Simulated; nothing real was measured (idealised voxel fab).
Process module, titled voxel air gaps
This is section cut - it's 300 nm across, gridded in 5 nm square cells.
Cross-section spec: square-cell grid; bands listed top down; each band is one or more rows. Each band's line starts with the height of the band's top and of its bottom, in nm. Then come its materials from left to right, each with its width in nm. One material with "throughout" fills the band from edge to edge. "blank" is empty space. Basically, 0 is our baseline, since under it the wafer straight out of the box is all one material. The bottom band has no lower end and keeps on going down, so it looks like "z 0 and below". Think of "30..40" as a width that walks from the first number to the second as you go down the band, top row to bottom row, taking equal-sized steps from row to row. No cell of the cross-section changed in a step that is given as "same as before". Under "Sealed-off cavities" you'll find the enclosed gaps, the ones with no way out to the top, that are 8 cells or bigger; each reads width x height at distance, with distance counted from the left edge, everything in nm. Heads up: the bit after the settings on a step's line is the simulator's remark on that step. Each step line may optionally specify "overlay nm", which for a step with a mask gives the rightward distance between the mask's planned place and where it lay, a negative value indicating the leftward direction.

Process steps foreseen in the plan:
- 1: RECEIVE | material Si
- 2: CONFORMAL_DEP | material SiO2 | thk nm 10
- 3: CONFORMAL_DEP | material SiN | thk nm 5
- 4: DIRECTIONAL_DEP | material lowk | thk nm 40
- 5: MASKED_ETCH | tone open | mask id LINES | width nm 15 | pitch nm 45 | etch materials lowk | depth nm 40 | overlay nm 0
- 6: CONFORMAL_DEP | material TiN | thk nm 5
- 7: FILL_DEP | material Ru | thk nm 10
- 8: CMP | height nm 55
- 9: EPI | material Ru | thk nm 10
- 10: SELECTIVE_ETCH | etch materials lowk | depth nm 50
- 11: CONFORMAL_DEP | material SiN | thk nm 5

As-received wafer cross-section (after step 1):
    z 0 and below = Si throughout
    Sealed-off cavities: none

Post-module cross-section of the first of two wafers (run per plan):
    z 70 to 65 = blank 80 nm  SiN 135 nm  blank 85 nm
    z 65 to 55 = blank 80 nm  SiN 5 nm  Ru 35 nm  SiN 10 nm  Ru 35 nm  SiN 10 nm  Ru 35 nm  SiN 5 nm  blank 85 nm
    z 55 to 50 = blank 80 nm  SiN 15 nm  TiN 5 nm  Ru 5 nm  TiN 5 nm  SiN 30 nm  TiN 5 nm  Ru 5 nm  TiN 5 nm  SiN 30 nm  TiN 5 nm  Ru 5 nm  TiN 5 nm  SiN 15 nm  blank 85 nm
    z 50 to 20 = blank 90 nm  SiN 5 nm  TiN 5 nm  Ru 5 nm  TiN 5 nm  SiN 5 nm  blank 20 nm  SiN 5 nm  TiN 5 nm  Ru 5 nm  TiN 5 nm  SiN 5 nm  blank 20 nm  SiN 5 nm  TiN 5 nm  Ru 5 nm  TiN 5 nm  SiN 5 nm  blank 95 nm
    z 20 to 15 = SiN 95 nm  TiN 15 nm  SiN 30 nm  TiN 15 nm  SiN 30 nm  TiN 15 nm  SiN 100 nm
    z 15 to 10 = SiN throughout
    z 10 to 0 = SiO2 throughout
    z 0 and below = Si throughout
    Sealed-off cavities: 20 x 30 at 115; 20 x 30 at 160

End of module, second wafer, cross-section. Started like the first, planned like the first, run with one mistake:
    z 70 to 65 = SiN throughout
    z 65 to 55 = Ru throughout
    z 55 to 50 = TiN 100 nm  Ru 5 nm  TiN 40 nm  Ru 5 nm  TiN 40 nm  Ru 5 nm  TiN 105 nm
    z 50 to 15 = lowk 95 nm  TiN 5 nm  Ru 5 nm  TiN 5 nm  lowk 30 nm  TiN 5 nm  Ru 5 nm  TiN 5 nm  lowk 30 nm  TiN 5 nm  Ru 5 nm  TiN 5 nm  lowk 100 nm
    z 15 to 10 = lowk 95 nm  TiN 15 nm  lowk 30 nm  TiN 15 nm  lowk 30 nm  TiN 15 nm  lowk 100 nm
    z 10 to 0 = SiO2 throughout
    z 0 and below = Si throughout
    Sealed-off cavities: none
Deviation from plan: heads up, step 3 of the plan was skipped and never actually ran
FYI, end of process, the second wafer has more or fewer cells of some materials than the first: 81 more of Ru; 144 fewer of SiN; 57 more of TiN; 408 more of lowk
Final closed voids: first wafer 2, second wafer 0.
